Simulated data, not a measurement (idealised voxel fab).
Process module in this document: voxel transistor to metal
Cross-sectional view cut (width: 160 nm; square cell size: 5 nm).
Cross-sections here: square-cell grids, written as top-down lists of bands, a band being one or more rows of cells.
Look at the band entry: it leads with the top's height and the bottom's height in nm. Then it lists the materials left to right, with a width in nm for each. The word "throughout" on a single material says that material fills the band edge to edge. The word "air" is empty space.
Heights are expressed relative to 0, this being the level below which the as-received wafer comprises one material exclusively. The lowest band is unbounded in the downward direction and is denoted as in "0 and below".
Width spec "30->40" -> top row of cells at first value, bottom row at second value, equal per-row change in between.
Key: "stayed the same" - step with no changed cell in the cross-section.
This entry, "Closed void inventory", enumerates those empty regions of no fewer than 8 cells that possess no open connection to the top. Each region is reported in the form width x height at distance, the distance being taken from the left edge, with all three quantities expressed in nm.
If you see something after the settings on a step's line, that's the simulator's own remark about that step.
For masked steps, "overlay nm" on the step line gives how far right of plan the mask actually lay; a minus sign means it lay to the left.

### The planned process steps are enumerated hereunder
- 1: RECEIVE [material Si]
- 2: OXIDIZE [depth nm 5]
- 3: CONFORMAL_DEP [material SiN] [thk nm 10]
- 4: DIRECTIONAL_DEP [material aC] [thk nm 15]
- 5: PATTERN [tone cover] [mask id ACTIVE] [material resist] [width nm 115] [thk nm 35] [overlay nm 0]
- 6: DIRECTIONAL_ETCH [etch materials aC] [depth nm 15]
- 7: STRIP [etch materials resist]
- 8: DIRECTIONAL_ETCH [etch materials SiN] [depth nm 10]
- 9: DIRECTIONAL_ETCH [etch materials SiO2] [depth nm 5]
- 10: DIRECTIONAL_ETCH [etch materials Si] [depth nm 30]
- 11: STRIP [etch materials aC]
- 12: OXIDIZE [depth nm 5]
- 13: FILL_DEP [material SiO2] [thk nm 10]
- 14: CMP [height nm 10]
- 15: SELECTIVE_ETCH [etch materials SiO2] [depth nm 5]
- 16: STRIP [etch materials SiN]
- 17: SELECTIVE_ETCH [etch materials SiO2] [depth nm 5]
- 18: OXIDIZE [depth nm 5]
- 19: DIRECTIONAL_DEP [material polySi] [thk nm 20]
- 20: DIRECTIONAL_DEP [material SiCN] [thk nm 10]
- 21: DIRECTIONAL_DEP [material aC] [thk nm 15]
- 22: PATTERN [tone cover] [mask id GATE] [material resist] [width nm 15] [thk nm 30] [overlay nm 0]
- 23: DIRECTIONAL_ETCH [etch materials aC] [depth nm 15]
- 24: STRIP [etch materials resist]
- 25: DIRECTIONAL_ETCH [etch materials SiCN] [depth nm 20]
- 26: DIRECTIONAL_ETCH [etch materials polySi] [depth nm 30]
- 27: STRIP [etch materials aC]
- 28: CONFORMAL_DEP [material SiN] [thk nm 10]
- 29: DIRECTIONAL_ETCH [etch materials SiN] [depth nm 10]
- 30: DIRECTIONAL_ETCH [etch materials SiO2] [depth nm 5]
- 31: DIRECTIONAL_ETCH [etch materials Si] [depth nm 5]
- 32: EPI [material nSi] [thk nm 10]
- 33: FILL_DEP [material SiO2] [thk nm 5]
- 34: CMP [height nm 25]
- 35: DIRECTIONAL_DEP [material SiO2] [thk nm 15]
- 36: PATTERN [tone open] [mask id CONTACT] [material resist] [width nm 35] [pitch nm 60] [thk nm 20] [overlay nm 0]
- 37: DIRECTIONAL_ETCH [etch materials SiO2] [depth nm 45]
- 38: STRIP [etch materials resist]
- 39: CONFORMAL_DEP [material TiN] [thk nm 5]
- 40: FILL_DEP [material W] [thk nm 5]
- 41: CMP [height nm 40]
- 42: CONFORMAL_DEP [material SiCN] [thk nm 5]
- 43: DIRECTIONAL_DEP [material lowk] [thk nm 15]
- 44: MASKED_ETCH [tone open] [mask id METAL_1] [width nm 20] [pitch nm 75] [etch materials lowk] [depth nm 15] [overlay nm 0]
- 45: MASKED_ETCH [tone open] [mask id METAL_1] [width nm 20] [pitch nm 75] [etch materials SiCN] [depth nm 5] [overlay nm 0]
- 46: CONFORMAL_DEP [material TiN] [thk nm 5]
- 47: FILL_DEP [material Cu] [thk nm 5]
- 48: CMP [height nm 60]
- 49: EPI [material Ru] [thk nm 5]
- 50: FILL_DEP [material SiCN] [thk nm 5]

### The cross-section here shows the wafer as received, i.e. in its state after step 1
  0 and below  Si throughout
  Closed void inventory: none

### Post-module cross-section: identical start and plan to those above, one misstep in execution
  70 down to 65  SiCN throughout
  65 down to 60  SiCN 25 nm; Ru 30 nm; SiCN 45 nm; Ru 30 nm; SiCN 30 nm
  60 down to 45  lowk 30 nm; TiN 5 nm; Cu 10 nm; TiN 5 nm; lowk 55 nm; TiN 5 nm; Cu 10 nm; TiN 5 nm; lowk 35 nm
  45 down to 40  SiCN 30 nm; TiN 20 nm; SiCN 55 nm; TiN 20 nm; SiCN 35 nm
  40 down to 30  SiO2 30 nm; TiN 5 nm; W 25 nm; TiN 5 nm; SiO2 25 nm; TiN 5 nm; W 25 nm; TiN 5 nm; SiO2 35 nm
  30 down to 25  SiO2 30 nm; TiN 5 nm; W 20 nm; TiN 10 nm; SiO2 25 nm; TiN 10 nm; W 20 nm; TiN 5 nm; SiO2 35 nm
  25 down to 15  SiO2 30 nm; TiN 5 nm; W 20 nm; TiN 5 nm; SiN 10 nm; SiCN 15 nm; SiN 10 nm; TiN 5 nm; W 20 nm; TiN 5 nm; SiO2 35 nm
  15 down to 10  SiO2 30 nm; TiN 30 nm; SiN 10 nm; polySi 15 nm; SiN 10 nm; TiN 30 nm; SiO2 35 nm
  10 down to 0  SiO2 60 nm; SiN 10 nm; polySi 15 nm; SiN 10 nm; SiO2 65 nm
  0 down to -5  SiO2 15 nm; SiN 10 nm; SiO2 25 nm; nSi 10 nm; SiN 10 nm; polySi 15 nm; SiN 10 nm; nSi 10 nm; SiO2 25 nm; SiN 10 nm; SiO2 20 nm
  -5 down to -10  SiO2 25 nm; nSi 35 nm; SiO2 35 nm; nSi 35 nm; SiO2 30 nm
  -10 down to -15  SiO2 25 nm; nSi 35 nm; Si 35 nm; nSi 35 nm; SiO2 30 nm
  -15 down to -40  SiO2 25 nm; Si 105 nm; SiO2 30 nm
  -40 and below  Si throughout
  Closed void inventory: none
Finding, execution versus plan: regarding the plan, step 35 was run twice
